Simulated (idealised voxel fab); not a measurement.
Process module under the name voxel gate over fins
The width of the displayed cross-section, cut, is 285 nm; its cells are square, with a size of 5 nm.
Cross-section format: a grid of square cells, given as bands from top to bottom; each band is one or more rows of cells.
First you get the band's top height and its bottom height, in nm, and then the materials it's made of, left to right, with each width in nm. If you see a single material with "everywhere", that one covers the band edge to edge. "air" is empty space.
Convention: height 0 is the level below which the wafer, as received, is all one material. The lowest band does not terminate at the bottom but continues downward, represented as "0 nm and below".
Note: "30->40" means the width goes from the first number (top row of the band) to the second number (bottom row) in equal steps per row of cells.
Take "no modification" at face value: in the step it is given for, the cross-section changed in none of its cells.
This entry, "Entrapped voids", enumerates those empty regions of no fewer than 8 cells that possess no open connection to the top. Each region is reported in the form width x height at distance, the distance being taken from the left edge, with all three quantities expressed in nm.
The remark found on a step's line after its settings is issued by the simulator itself and pertains to that step.
overlay nm: step with mask; distance mask lay right of planned place; negative value = left of planned place.
Planned step list for the process
1: RECEIVE,material Si
2: CONFORMAL_DEP,material SiN,thk nm 10
3: MASKED_ETCH,tone cover,mask id FINS,width nm 15,pitch nm 60,etch materials SiN,depth nm 10,overlay nm 0
4: MASKED_ETCH,tone cover,mask id FINS,width nm 15,pitch nm 60,etch materials Si,depth nm 35,overlay nm 0
5: OXIDIZE,depth nm 5
6: FILL_DEP,material SiO2,thk nm 10
7: CMP,height nm 10
8: PATTERN,tone open,mask id RAIL,material resist,width nm 15,thk nm 20,overlay nm 0
9: DIRECTIONAL_ETCH,etch materials SiO2,depth nm 40
10: STRIP,etch materials resist
11: CONFORMAL_DEP,material TiN,thk nm 5
12: FILL_DEP,material W,thk nm 10
13: CMP,height nm 10
14: SELECTIVE_ETCH,etch materials W Ru TiN,depth nm 35
15: FILL_DEP,material SiO2,thk nm 5
16: CMP,height nm 10
17: SELECTIVE_ETCH,etch materials SiO2,depth nm 25
18: STRIP,etch materials SiN
19: CONFORMAL_DEP,material HfO2,thk nm 5
20: CONFORMAL_DEP,material TiN,thk nm 5
21: CONFORMAL_DEP,material TiAl,thk nm 5
22: CONFORMAL_DEP,material TiN,thk nm 5
23: FILL_DEP,material W,thk nm 10
24: CMP,height nm 25
25: CONFORMAL_DEP,material SiCN,thk nm 10
As-received wafer cross-section (after step 1)
  0 nm and below | Si everywhere
  Entrapped voids: none
Looking at the first of two wafers in cross-section at end of module - ran to plan
  35 nm to 25 nm | SiCN everywhere
  25 nm to 20 nm | W everywhere
  20 nm to 15 nm | 90 of W / 45 of TiN / 15 of W / 45 of TiN / 90 of W
  15 nm to 10 nm | 90 of W / 5 of TiN / 35 of TiAl / 5 of TiN / 15 of W / 5 of TiN / 35 of TiAl / 5 of TiN / 90 of W
  10 nm to 5 nm | 90 of W / 5 of TiN / 5 of TiAl / 25 of TiN / 5 of TiAl / 5 of TiN / 15 of W / 5 of TiN / 5 of TiAl / 25 of TiN / 5 of TiAl / 5 of TiN / 90 of W
  5 nm to 0 nm | 95 of TiN / 5 of TiAl / 5 of TiN / 15 of HfO2 / 5 of TiN / 5 of TiAl / 25 of TiN / 5 of TiAl / 5 of TiN / 15 of HfO2 / 5 of TiN / 5 of TiAl / 95 of TiN
  0 nm to -5 nm | 100 of TiAl / 5 of TiN / 5 of HfO2 / 5 of Si / 5 of HfO2 / 5 of TiN / 35 of TiAl / 5 of TiN / 5 of HfO2 / 5 of Si / 5 of HfO2 / 5 of TiN / 100 of TiAl
  -5 nm to -10 nm | 105 of TiN / 5 of HfO2 / 5 of Si / 5 of HfO2 / 45 of TiN / 5 of HfO2 / 5 of Si / 5 of HfO2 / 105 of TiN
  -10 nm to -15 nm | 110 of HfO2 / 5 of Si / 55 of HfO2 / 5 of Si / 110 of HfO2
  -15 nm to -25 nm | 110 of SiO2 / 5 of Si / 55 of SiO2 / 5 of Si / 110 of SiO2
  -25 nm to -30 nm | 110 of SiO2 / 5 of Si / 20 of SiO2 / 15 of TiN / 20 of SiO2 / 5 of Si / 110 of SiO2
  -30 nm to -40 nm | 110 of SiO2 / 5 of Si / 55 of SiO2 / 5 of Si / 110 of SiO2
  -40 nm and below | Si everywhere
  Entrapped voids: none
Same start, same plan as the first wafer - but one mistake in the run. Cross-section of the second of the two at the end of the module
  35 nm to 25 nm | SiCN everywhere
  25 nm to 20 nm | 115 of W / 5 of TiN / 45 of TiAl / 5 of TiN / 115 of W
  20 nm to 15 nm | 90 of W / 30 of TiN / 5 of TiAl / 35 of TiN / 5 of TiAl / 30 of TiN / 90 of W
  15 nm to 10 nm | 90 of W / 5 of TiN / 30 of TiAl / 5 of TiN / 25 of HfO2 / 5 of TiN / 30 of TiAl / 5 of TiN / 90 of W
  10 nm to 5 nm | 90 of W / 5 of TiN / 5 of TiAl / 30 of TiN / 5 of HfO2 / 5 of SiCN / 5 of HfO2 / 5 of SiCN / 5 of HfO2 / 30 of TiN / 5 of TiAl / 5 of TiN / 90 of W
  5 nm to 0 nm | 95 of TiN / 5 of TiAl / 5 of TiN / 15 of HfO2 / 10 of TiN / 5 of HfO2 / 5 of SiCN / 5 of HfO2 / 5 of SiCN / 5 of HfO2 / 10 of TiN / 15 of HfO2 / 5 of TiN / 5 of TiAl / 95 of TiN
  0 nm to -5 nm | 100 of TiAl / 5 of TiN / 5 of HfO2 / 5 of Si / 5 of HfO2 / 10 of TiN / 5 of HfO2 / 5 of SiCN / 5 of HfO2 / 5 of SiCN / 5 of HfO2 / 10 of TiN / 5 of HfO2 / 5 of Si / 5 of HfO2 / 5 of TiN / 100 of TiAl
  -5 nm to -10 nm | 105 of TiN / 5 of HfO2 / 5 of Si / 5 of HfO2 / 10 of TiN / 5 of HfO2 / 5 of SiCN / 5 of HfO2 / 5 of SiCN / 5 of HfO2 / 10 of TiN / 5 of HfO2 / 5 of Si / 5 of HfO2 / 105 of TiN
  -10 nm to -15 nm | 110 of HfO2 / 5 of Si / 20 of HfO2 / 5 of SiCN / 5 of HfO2 / 5 of SiCN / 20 of HfO2 / 5 of Si / 110 of HfO2
  -15 nm to -25 nm | 110 of SiO2 / 5 of Si / 20 of SiO2 / 5 of SiCN / 5 of SiO2 / 5 of SiCN / 20 of SiO2 / 5 of Si / 110 of SiO2
  -25 nm to -30 nm | 110 of SiO2 / 5 of Si / 20 of SiO2 / 15 of SiCN / 20 of SiO2 / 5 of Si / 110 of SiO2
  -30 nm to -40 nm | 110 of SiO2 / 5 of Si / 55 of SiO2 / 5 of Si / 110 of SiO2
  -40 nm and below | Si everywhere
  Entrapped voids: none
Against the plan, the run slipped here: step 11 did not use the planned setting and instead ran as CONFORMAL_DEP,material SiCN,thk nm 5
Upon completion, the second wafer contains, in terms of cells, a greater or smaller amount of certain materials than the first wafer: +15 HfO2; +17 SiCN; -4 SiO2; -2 TiAl; -6 TiN; -20 W
